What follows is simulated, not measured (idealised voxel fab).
This section sets out a process module, namely voxel capacitor over wiring.
The figure presents cross-section cut, which has a width of 220 nm and is divided into square cells with an edge length of 5 nm.
Notation: cross-section as square-cell grid; stated in bands, top first, going down; one or more cell rows per band.
The band entry comprises the height of the band's top followed by the height of its bottom, expressed in nm, and subsequently the band's materials from left to right, each stated together with its width in nm. Where a single material is marked with the word "full width", that material fills the band from edge to edge. The word "blank" represents empty space.
Where do heights start? At 0: under that level the wafer as delivered is made of one material only. And the lowest band has no floor; it just carries on downward, as in "from 0 down".
Quick explanation for "30..40": the width changes in equal steps down the rows of cells, from the first number in the band's top row to the second number in its bottom row.
The cross-section has no changed cell in any step marked "nothing was modified".
Closed void register: empty space of 8 cells or more with no open way to the top, each as width x height at its distance from the left edge, in nm
The remark found on a step's line after its settings is issued by the simulator itself and pertains to that step.
"overlay nm" on a masked step: distance the mask lay right of its planned place, negative for left.

THE FOLLOWING LIST GIVES THE PLANNED PROCESS STEPS
1. RECEIVE (material Si)
2. CONFORMAL_DEP (material SiO2; thk nm 10)
3. CONFORMAL_DEP (material SiN; thk nm 5)
4. DIRECTIONAL_DEP (material lowk; thk nm 15)
5. PATTERN (tone open; mask id METAL_1; material resist; width nm 20; pitch nm 70; thk nm 15; overlay nm 0)
6. DIRECTIONAL_ETCH (etch materials lowk; depth nm 15)
7. DIRECTIONAL_ETCH (etch materials SiN; depth nm 5)
8. STRIP (etch materials resist)
9. CONFORMAL_DEP (material TiN; thk nm 5)
10. FILL_DEP (material Cu; thk nm 10)
11. CMP (height nm 30)
12. CONFORMAL_DEP (material SiCN; thk nm 5)
13. DIRECTIONAL_DEP (material lowk; thk nm 20)
14. DIRECTIONAL_DEP (material aC; thk nm 10)
15. PATTERN (tone open; mask id PLUG_1; material resist; width nm 15; thk nm 30; overlay nm 0)
16. DIRECTIONAL_ETCH (etch materials aC; depth nm 10)
17. STRIP (etch materials resist)
18. DIRECTIONAL_ETCH (etch materials lowk; depth nm 20)
19. DIRECTIONAL_ETCH (etch materials SiCN; depth nm 5)
20. STRIP (etch materials aC)
21. EPI (material Ru; thk nm 10)
22. EPI (material Ru; thk nm 10)
23. EPI (material Ru; thk nm 5)
24. DIRECTIONAL_DEP (material TiN; thk nm 10)
25. DIRECTIONAL_DEP (material SiN; thk nm 5)
26. DIRECTIONAL_DEP (material TiN; thk nm 10)
27. PATTERN (tone cover; mask id UPPER_PLATE; material resist; width nm 55; thk nm 15; overlay nm 0)
28. DIRECTIONAL_ETCH (etch materials TiN; depth nm 10)
29. DIRECTIONAL_ETCH (etch materials SiN; depth nm 5)
30. STRIP (etch materials resist)
31. MASKED_ETCH (tone cover; mask id LOWER_PLATE; width nm 65; etch materials TiN; depth nm 10; overlay nm 0)
32. FILL_DEP (material SiO2; thk nm 15)
33. CMP (height nm 90)
34. DIRECTIONAL_DEP (material aC; thk nm 15)
35. PATTERN (tone open; mask id PLUG_2; material resist; width nm 15; thk nm 30; overlay nm 0)
36. DIRECTIONAL_ETCH (etch materials aC; depth nm 15)
37. STRIP (etch materials resist)
38. DIRECTIONAL_ETCH (etch materials SiO2; depth nm 10)
39. STRIP (etch materials aC)
40. CONFORMAL_DEP (material TiN; thk nm 5)
41. FILL_DEP (material Cu; thk nm 5)
42. CMP (height nm 90)
43. CONFORMAL_DEP (material SiCN; thk nm 5)

ACCOUNT OF THE FIRST OF TWO WAFERS, WHICH WAS PROCESSED AS INTENDED

RECEIVED-STATE CROSS-SECTION, REFLECTING COMPLETION OF STEP 1
	from 0 down: Si full width
	Closed void register: none

THE FOLLOWING CROSS-SECTION DEPICTS THE WAFER UPON COMPLETION OF STEP 2
	from 10 to 0: SiO2 full width
	Heights below 0 show no change.

THE FOLLOWING CROSS-SECTION DEPICTS THE WAFER UPON COMPLETION OF STEP 3
	from 15 to 10: SiN full width
	Heights below 10 show no change.

THE FOLLOWING CROSS-SECTION DEPICTS THE WAFER UPON COMPLETION OF STEP 4
	from 30 to 15: lowk full width
	Heights below 15 show no change.

THE FOLLOWING CROSS-SECTION DEPICTS THE WAFER UPON COMPLETION OF STEP 5
	from 45 to 30: 65 nm resist | 20 nm blank | 50 nm resist | 20 nm blank | 65 nm resist
	Heights below 30 show no change.

THE FOLLOWING CROSS-SECTION DEPICTS THE WAFER UPON COMPLETION OF STEP 6
	from 45 to 30: 65 nm resist | 20 nm blank | 50 nm resist | 20 nm blank | 65 nm resist
	from 30 to 15: 65 nm lowk | 20 nm blank | 50 nm lowk | 20 nm blank | 65 nm lowk
	Heights below 15 show no change.

THE FOLLOWING CROSS-SECTION DEPICTS THE WAFER UPON COMPLETION OF STEP 7
	from 45 to 30: 65 nm resist | 20 nm blank | 50 nm resist | 20 nm blank | 65 nm resist
	from 30 to 15: 65 nm lowk | 20 nm blank | 50 nm lowk | 20 nm blank | 65 nm lowk
	from 15 to 10: 65 nm SiN | 20 nm blank | 50 nm SiN | 20 nm blank | 65 nm SiN
	Heights below 10 show no change.

THE FOLLOWING CROSS-SECTION DEPICTS THE WAFER UPON COMPLETION OF STEP 8
	from 30 to 15: 65 nm lowk | 20 nm blank | 50 nm lowk | 20 nm blank | 65 nm lowk
	Heights below 15 show no change.

THE FOLLOWING CROSS-SECTION DEPICTS THE WAFER UPON COMPLETION OF STEP 9
	from 35 to 30: 70 nm TiN | 10 nm blank | 60 nm TiN | 10 nm blank | 70 nm TiN
	from 30 to 15: 65 nm lowk | 5 nm TiN | 10 nm blank | 5 nm TiN | 50 nm lowk | 5 nm TiN | 10 nm blank | 5 nm TiN | 65 nm lowk
	from 15 to 10: 65 nm SiN | 20 nm TiN | 50 nm SiN | 20 nm TiN | 65 nm SiN
	Heights below 10 show no change.

THE FOLLOWING CROSS-SECTION DEPICTS THE WAFER UPON COMPLETION OF STEP 10
	from 45 to 35: Cu full width
	from 35 to 30: 70 nm TiN | 10 nm Cu | 60 nm TiN | 10 nm Cu | 70 nm TiN
	from 30 to 15: 65 nm lowk | 5 nm TiN | 10 nm Cu | 5 nm TiN | 50 nm lowk | 5 nm TiN | 10 nm Cu | 5 nm TiN | 65 nm lowk
	Heights below 15 show no change.

THE FOLLOWING CROSS-SECTION DEPICTS THE WAFER UPON COMPLETION OF STEP 11
	from 30 to 15: 65 nm lowk | 5 nm TiN | 10 nm Cu | 5 nm TiN | 50 nm lowk | 5 nm TiN | 10 nm Cu | 5 nm TiN | 65 nm lowk
	Heights below 15 show no change.

THE FOLLOWING CROSS-SECTION DEPICTS THE WAFER UPON COMPLETION OF STEP 12
	from 35 to 30: SiCN full width
	Heights below 30 show no change.

THE FOLLOWING CROSS-SECTION DEPICTS THE WAFER UPON COMPLETION OF STEP 13
	from 55 to 35: lowk full width
	Heights below 35 show no change.

THE FOLLOWING CROSS-SECTION DEPICTS THE WAFER UPON COMPLETION OF STEP 14
	from 65 to 55: aC full width
	Heights below 55 show no change.

THE FOLLOWING CROSS-SECTION DEPICTS THE WAFER UPON COMPLETION OF STEP 15
	from 95 to 65: 70 nm resist | 15 nm blank | 135 nm resist
	Heights below 65 show no change.

THE FOLLOWING CROSS-SECTION DEPICTS THE WAFER UPON COMPLETION OF STEP 16
	from 85 to 65: 70 nm resist | 15 nm blank | 135 nm resist
	from 65 to 55: 70 nm aC | 15 nm blank | 135 nm aC
	Heights below 55 show no change.

THE FOLLOWING CROSS-SECTION DEPICTS THE WAFER UPON COMPLETION OF STEP 17
	from 65 to 55: 70 nm aC | 15 nm blank | 135 nm aC
	Heights below 55 show no change.

THE FOLLOWING CROSS-SECTION DEPICTS THE WAFER UPON COMPLETION OF STEP 18
	from 65 to 55: 70 nm aC | 15 nm blank | 135 nm aC
	from 55 to 35: 70 nm lowk | 15 nm blank | 135 nm lowk
	Heights below 35 show no change.

THE FOLLOWING CROSS-SECTION DEPICTS THE WAFER UPON COMPLETION OF STEP 19
	from 65 to 55: 70 nm aC | 15 nm blank | 135 nm aC
	from 55 to 35: 70 nm lowk | 15 nm blank | 135 nm lowk
	from 35 to 30: 70 nm SiCN | 15 nm blank | 135 nm SiCN
	Heights below 30 show no change.

THE FOLLOWING CROSS-SECTION DEPICTS THE WAFER UPON COMPLETION OF STEP 20
	from 55 to 35: 70 nm lowk | 15 nm blank | 135 nm lowk
	Heights below 35 show no change.

THE FOLLOWING CROSS-SECTION DEPICTS THE WAFER UPON COMPLETION OF STEP 21
	from 55 to 40: 70 nm lowk | 15 nm blank | 135 nm lowk
	from 40 to 35: 70 nm lowk | 15 nm Ru | 135 nm lowk
	from 35 to 30: 70 nm SiCN | 15 nm Ru | 135 nm SiCN
	Heights below 30 show no change.

THE FOLLOWING CROSS-SECTION DEPICTS THE WAFER UPON COMPLETION OF STEP 22
	from 55 to 50: 70 nm lowk | 15 nm blank | 135 nm lowk
	from 50 to 35: 70 nm lowk | 15 nm Ru | 135 nm lowk
	Heights below 35 show no change.

THE FOLLOWING CROSS-SECTION DEPICTS THE WAFER UPON COMPLETION OF STEP 23
	from 55 to 35: 70 nm lowk | 15 nm Ru | 135 nm lowk
	Heights below 35 show no change.

THE FOLLOWING CROSS-SECTION DEPICTS THE WAFER UPON COMPLETION OF STEP 24
	from 65 to 55: TiN full width
	Heights below 55 show no change.

THE FOLLOWING CROSS-SECTION DEPICTS THE WAFER UPON COMPLETION OF STEP 25
	from 70 to 65: SiN full width
	Heights below 65 show no change.

THE FOLLOWING CROSS-SECTION DEPICTS THE WAFER UPON COMPLETION OF STEP 26
	from 80 to 70: TiN full width
	Heights below 70 show no change.

THE FOLLOWING CROSS-SECTION DEPICTS THE WAFER UPON COMPLETION OF STEP 27
	from 95 to 80: 70 nm blank | 55 nm resist | 95 nm blank
	Heights below 80 show no change.

THE FOLLOWING CROSS-SECTION DEPICTS THE WAFER UPON COMPLETION OF STEP 28
	from 95 to 80: 70 nm blank | 55 nm resist | 95 nm blank
	from 80 to 70: 70 nm blank | 55 nm TiN | 95 nm blank
	Heights below 70 show no change.

THE FOLLOWING CROSS-SECTION DEPICTS THE WAFER UPON COMPLETION OF STEP 29
	from 95 to 80: 70 nm blank | 55 nm resist | 95 nm blank
	from 80 to 70: 70 nm blank | 55 nm TiN | 95 nm blank
	from 70 to 65: 70 nm blank | 55 nm SiN | 95 nm blank
	Heights below 65 show no change.

THE FOLLOWING CROSS-SECTION DEPICTS THE WAFER UPON COMPLETION OF STEP 30
	from 80 to 70: 70 nm blank | 55 nm TiN | 95 nm blank
	Heights below 70 show no change.

THE FOLLOWING CROSS-SECTION DEPICTS THE WAFER UPON COMPLETION OF STEP 31
	from 80 to 70: 70 nm blank | 55 nm TiN | 95 nm blank
	from 70 to 65: 70 nm blank | 55 nm SiN | 95 nm blank
	from 65 to 55: 65 nm blank | 65 nm TiN | 90 nm blank
	Heights below 55 show no change.

THE FOLLOWING CROSS-SECTION DEPICTS THE WAFER UPON COMPLETION OF STEP 32
	from 95 to 80: SiO2 full width
	from 80 to 70: 70 nm SiO2 | 55 nm TiN | 95 nm SiO2
	from 70 to 65: 70 nm SiO2 | 55 nm SiN | 95 nm SiO2
	from 65 to 55: 65 nm SiO2 | 65 nm TiN | 90 nm SiO2
	Heights below 55 show no change.

THE FOLLOWING CROSS-SECTION DEPICTS THE WAFER UPON COMPLETION OF STEP 33
	from 90 to 80: SiO2 full width
	Heights below 80 show no change.

THE FOLLOWING CROSS-SECTION DEPICTS THE WAFER UPON COMPLETION OF STEP 34
	from 105 to 90: aC full width
	Heights below 90 show no change.

THE FOLLOWING CROSS-SECTION DEPICTS THE WAFER UPON COMPLETION OF STEP 35
	from 135 to 105: 80 nm resist | 15 nm blank | 125 nm resist
	Heights below 105 show no change.

THE FOLLOWING CROSS-SECTION DEPICTS THE WAFER UPON COMPLETION OF STEP 36
	from 120 to 105: 80 nm resist | 15 nm blank | 125 nm resist
	from 105 to 90: 80 nm aC | 15 nm blank | 125 nm aC
	Heights below 90 show no change.

THE FOLLOWING CROSS-SECTION DEPICTS THE WAFER UPON COMPLETION OF STEP 37
	from 105 to 90: 80 nm aC | 15 nm blank | 125 nm aC
	Heights below 90 show no change.

THE FOLLOWING CROSS-SECTION DEPICTS THE WAFER UPON COMPLETION OF STEP 38
	from 105 to 90: 80 nm aC | 15 nm blank | 125 nm aC
	from 90 to 80: 80 nm SiO2 | 15 nm blank | 125 nm SiO2
	Heights below 80 show no change.

THE FOLLOWING CROSS-SECTION DEPICTS THE WAFER UPON COMPLETION OF STEP 39
	from 90 to 80: 80 nm SiO2 | 15 nm blank | 125 nm SiO2
	Heights below 80 show no change.

THE FOLLOWING CROSS-SECTION DEPICTS THE WAFER UPON COMPLETION OF STEP 40
	from 95 to 90: 85 nm TiN | 5 nm blank | 130 nm TiN
	from 90 to 85: 80 nm SiO2 | 5 nm TiN | 5 nm blank | 5 nm TiN | 125 nm SiO2
	from 85 to 80: 80 nm SiO2 | 15 nm TiN | 125 nm SiO2
	Heights below 80 show no change.

THE FOLLOWING CROSS-SECTION DEPICTS THE WAFER UPON COMPLETION OF STEP 41
	from 100 to 95: Cu full width
	from 95 to 90: 85 nm TiN | 5 nm Cu | 130 nm TiN
	from 90 to 85: 80 nm SiO2 | 5 nm TiN | 5 nm Cu | 5 nm TiN | 125 nm SiO2
	Heights below 85 show no change.

THE FOLLOWING CROSS-SECTION DEPICTS THE WAFER UPON COMPLETION OF STEP 42
	from 90 to 85: 80 nm SiO2 | 5 nm TiN | 5 nm Cu | 5 nm TiN | 125 nm SiO2
	Heights below 85 show no change.

THE FOLLOWING CROSS-SECTION DEPICTS THE WAFER UPON COMPLETION OF STEP 43
	from 95 to 90: SiCN full width
	Heights below 90 show no change.

WHAT FOLLOWS CONCERNS THE SECOND WAFER, WHICH STARTED OUT LIKE THE FIRST AND WAS MEANT TO FOLLOW THE VERY SAME PLAN; ONE MISTAKE CREPT IN WHEN IT WAS RUN, BUT EVERYTHING UP TO AND INCLUDING STEP 2 IS THE SAME AS FOR THE FIRST WAFER

PLANNED END OF STEP 3: SECOND WAFER, CROSS-SECTION
	from 15 to 10: Cu full width
	Heights below 10 show no change.

PLANNED END OF STEP 4: SECOND WAFER, CROSS-SECTION
	from 30 to 15: lowk full width
	Heights below 15 show no change.

PLANNED END OF STEP 5: SECOND WAFER, CROSS-SECTION
	from 45 to 30: 65 nm resist | 20 nm blank | 50 nm resist | 20 nm blank | 65 nm resist
	Heights below 30 show no change.

PLANNED END OF STEP 6: SECOND WAFER, CROSS-SECTION
	from 45 to 30: 65 nm resist | 20 nm blank | 50 nm resist | 20 nm blank | 65 nm resist
	from 30 to 15: 65 nm lowk | 20 nm blank | 50 nm lowk | 20 nm blank | 65 nm lowk
	Heights below 15 show no change.

Planned end of step 7: second wafer, cross-section: nothing was modified

PLANNED END OF STEP 8: SECOND WAFER, CROSS-SECTION
	from 30 to 15: 65 nm lowk | 20 nm blank | 50 nm lowk | 20 nm blank | 65 nm lowk
	Heights below 15 show no change.

PLANNED END OF STEP 9: SECOND WAFER, CROSS-SECTION
	from 35 to 30: 70 nm TiN | 10 nm blank | 60 nm TiN | 10 nm blank | 70 nm TiN
	from 30 to 20: 65 nm lowk | 5 nm TiN | 10 nm blank | 5 nm TiN | 50 nm lowk | 5 nm TiN | 10 nm blank | 5 nm TiN | 65 nm lowk
	from 20 to 15: 65 nm lowk | 20 nm TiN | 50 nm lowk | 20 nm TiN | 65 nm lowk
	Heights below 15 show no change.

PLANNED END OF STEP 10: SECOND WAFER, CROSS-SECTION
	from 45 to 35: Cu full width
	from 35 to 30: 70 nm TiN | 10 nm Cu | 60 nm TiN | 10 nm Cu | 70 nm TiN
	from 30 to 20: 65 nm lowk | 5 nm TiN | 10 nm Cu | 5 nm TiN | 50 nm lowk | 5 nm TiN | 10 nm Cu | 5 nm TiN | 65 nm lowk
	Heights below 20 show no change.

PLANNED END OF STEP 11: SECOND WAFER, CROSS-SECTION
	from 30 to 20: 65 nm lowk | 5 nm TiN | 10 nm Cu | 5 nm TiN | 50 nm lowk | 5 nm TiN | 10 nm Cu | 5 nm TiN | 65 nm lowk
	Heights below 20 show no change.

PLANNED END OF STEP 12: SECOND WAFER, CROSS-SECTION
	from 35 to 30: SiCN full width
	Heights below 30 show no change.

PLANNED END OF STEP 13: SECOND WAFER, CROSS-SECTION
	from 55 to 35: lowk full width
	Heights below 35 show no change.

PLANNED END OF STEP 14: SECOND WAFER, CROSS-SECTION
	from 65 to 55: aC full width
	Heights below 55 show no change.

PLANNED END OF STEP 15: SECOND WAFER, CROSS-SECTION
	from 95 to 65: 70 nm resist | 15 nm blank | 135 nm resist
	Heights below 65 show no change.

PLANNED END OF STEP 16: SECOND WAFER, CROSS-SECTION
	from 85 to 65: 70 nm resist | 15 nm blank | 135 nm resist
	from 65 to 55: 70 nm aC | 15 nm blank | 135 nm aC
	Heights below 55 show no change.

PLANNED END OF STEP 17: SECOND WAFER, CROSS-SECTION
	from 65 to 55: 70 nm aC | 15 nm blank | 135 nm aC
	Heights below 55 show no change.

PLANNED END OF STEP 18: SECOND WAFER, CROSS-SECTION
	from 65 to 55: 70 nm aC | 15 nm blank | 135 nm aC
	from 55 to 35: 70 nm lowk | 15 nm blank | 135 nm lowk
	Heights below 35 show no change.

PLANNED END OF STEP 19: SECOND WAFER, CROSS-SECTION
	from 65 to 55: 70 nm aC | 15 nm blank | 135 nm aC
	from 55 to 35: 70 nm lowk | 15 nm blank | 135 nm lowk
	from 35 to 30: 70 nm SiCN | 15 nm blank | 135 nm SiCN
	Heights below 30 show no change.

PLANNED END OF STEP 20: SECOND WAFER, CROSS-SECTION
	from 55 to 35: 70 nm lowk | 15 nm blank | 135 nm lowk
	Heights below 35 show no change.

PLANNED END OF STEP 21: SECOND WAFER, CROSS-SECTION
	from 55 to 40: 70 nm lowk | 15 nm blank | 135 nm lowk
	from 40 to 35: 70 nm lowk | 15 nm Ru | 135 nm lowk
	from 35 to 30: 70 nm SiCN | 15 nm Ru | 135 nm SiCN
	Heights below 30 show no change.

PLANNED END OF STEP 22: SECOND WAFER, CROSS-SECTION
	from 55 to 50: 70 nm lowk | 15 nm blank | 135 nm lowk
	from 50 to 35: 70 nm lowk | 15 nm Ru | 135 nm lowk
	Heights below 35 show no change.

PLANNED END OF STEP 23: SECOND WAFER, CROSS-SECTION
	from 55 to 35: 70 nm lowk | 15 nm Ru | 135 nm lowk
	Heights below 35 show no change.

PLANNED END OF STEP 24: SECOND WAFER, CROSS-SECTION
	from 65 to 55: TiN full width
	Heights below 55 show no change.

PLANNED END OF STEP 25: SECOND WAFER, CROSS-SECTION
	from 70 to 65: SiN full width
	Heights below 65 show no change.

PLANNED END OF STEP 26: SECOND WAFER, CROSS-SECTION
	from 80 to 70: TiN full width
	Heights below 70 show no change.

PLANNED END OF STEP 27: SECOND WAFER, CROSS-SECTION
	from 95 to 80: 70 nm blank | 55 nm resist | 95 nm blank
	Heights below 80 show no change.

PLANNED END OF STEP 28: SECOND WAFER, CROSS-SECTION
	from 95 to 80: 70 nm blank | 55 nm resist | 95 nm blank
	from 80 to 70: 70 nm blank | 55 nm TiN | 95 nm blank
	Heights below 70 show no change.

PLANNED END OF STEP 29: SECOND WAFER, CROSS-SECTION
	from 95 to 80: 70 nm blank | 55 nm resist | 95 nm blank
	from 80 to 70: 70 nm blank | 55 nm TiN | 95 nm blank
	from 70 to 65: 70 nm blank | 55 nm SiN | 95 nm blank
	Heights below 65 show no change.

PLANNED END OF STEP 30: SECOND WAFER, CROSS-SECTION
	from 80 to 70: 70 nm blank | 55 nm TiN | 95 nm blank
	Heights below 70 show no change.

PLANNED END OF STEP 31: SECOND WAFER, CROSS-SECTION
	from 80 to 70: 70 nm blank | 55 nm TiN | 95 nm blank
	from 70 to 65: 70 nm blank | 55 nm SiN | 95 nm blank
	from 65 to 55: 65 nm blank | 65 nm TiN | 90 nm blank
	Heights below 55 show no change.

PLANNED END OF STEP 32: SECOND WAFER, CROSS-SECTION
	from 95 to 80: SiO2 full width
	from 80 to 70: 70 nm SiO2 | 55 nm TiN | 95 nm SiO2
	from 70 to 65: 70 nm SiO2 | 55 nm SiN | 95 nm SiO2
	from 65 to 55: 65 nm SiO2 | 65 nm TiN | 90 nm SiO2
	Heights below 55 show no change.

PLANNED END OF STEP 33: SECOND WAFER, CROSS-SECTION
	from 90 to 80: SiO2 full width
	Heights below 80 show no change.

PLANNED END OF STEP 34: SECOND WAFER, CROSS-SECTION
	from 105 to 90: aC full width
	Heights below 90 show no change.

PLANNED END OF STEP 35: SECOND WAFER, CROSS-SECTION
	from 135 to 105: 80 nm resist | 15 nm blank | 125 nm resist
	Heights below 105 show no change.

PLANNED END OF STEP 36: SECOND WAFER, CROSS-SECTION
	from 120 to 105: 80 nm resist | 15 nm blank | 125 nm resist
	from 105 to 90: 80 nm aC | 15 nm blank | 125 nm aC
	Heights below 90 show no change.

PLANNED END OF STEP 37: SECOND WAFER, CROSS-SECTION
	from 105 to 90: 80 nm aC | 15 nm blank | 125 nm aC
	Heights below 90 show no change.

PLANNED END OF STEP 38: SECOND WAFER, CROSS-SECTION
	from 105 to 90: 80 nm aC | 15 nm blank | 125 nm aC
	from 90 to 80: 80 nm SiO2 | 15 nm blank | 125 nm SiO2
	Heights below 80 show no change.

PLANNED END OF STEP 39: SECOND WAFER, CROSS-SECTION
	from 90 to 80: 80 nm SiO2 | 15 nm blank | 125 nm SiO2
	Heights below 80 show no change.

PLANNED END OF STEP 40: SECOND WAFER, CROSS-SECTION
	from 95 to 90: 85 nm TiN | 5 nm blank | 130 nm TiN
	from 90 to 85: 80 nm SiO2 | 5 nm TiN | 5 nm blank | 5 nm TiN | 125 nm SiO2
	from 85 to 80: 80 nm SiO2 | 15 nm TiN | 125 nm SiO2
	Heights below 80 show no change.

PLANNED END OF STEP 41: SECOND WAFER, CROSS-SECTION
	from 100 to 95: Cu full width
	from 95 to 90: 85 nm TiN | 5 nm Cu | 130 nm TiN
	from 90 to 85: 80 nm SiO2 | 5 nm TiN | 5 nm Cu | 5 nm TiN | 125 nm SiO2
	Heights below 85 show no change.

PLANNED END OF STEP 42: SECOND WAFER, CROSS-SECTION
	from 90 to 85: 80 nm SiO2 | 5 nm TiN | 5 nm Cu | 5 nm TiN | 125 nm SiO2
	Heights below 85 show no change.

PLANNED END OF STEP 43: SECOND WAFER, CROSS-SECTION
	from 95 to 90: SiCN full width
	Heights below 90 show no change.
Diagnosis: so step 3 ended up running with a different setting than we planned, it ran as CONFORMAL_DEP (material Cu; thk nm 5)
The closing comparison, in cells, has the second wafer with more or fewer of some materials than the first: Cu +40; SiN -36; TiN -4
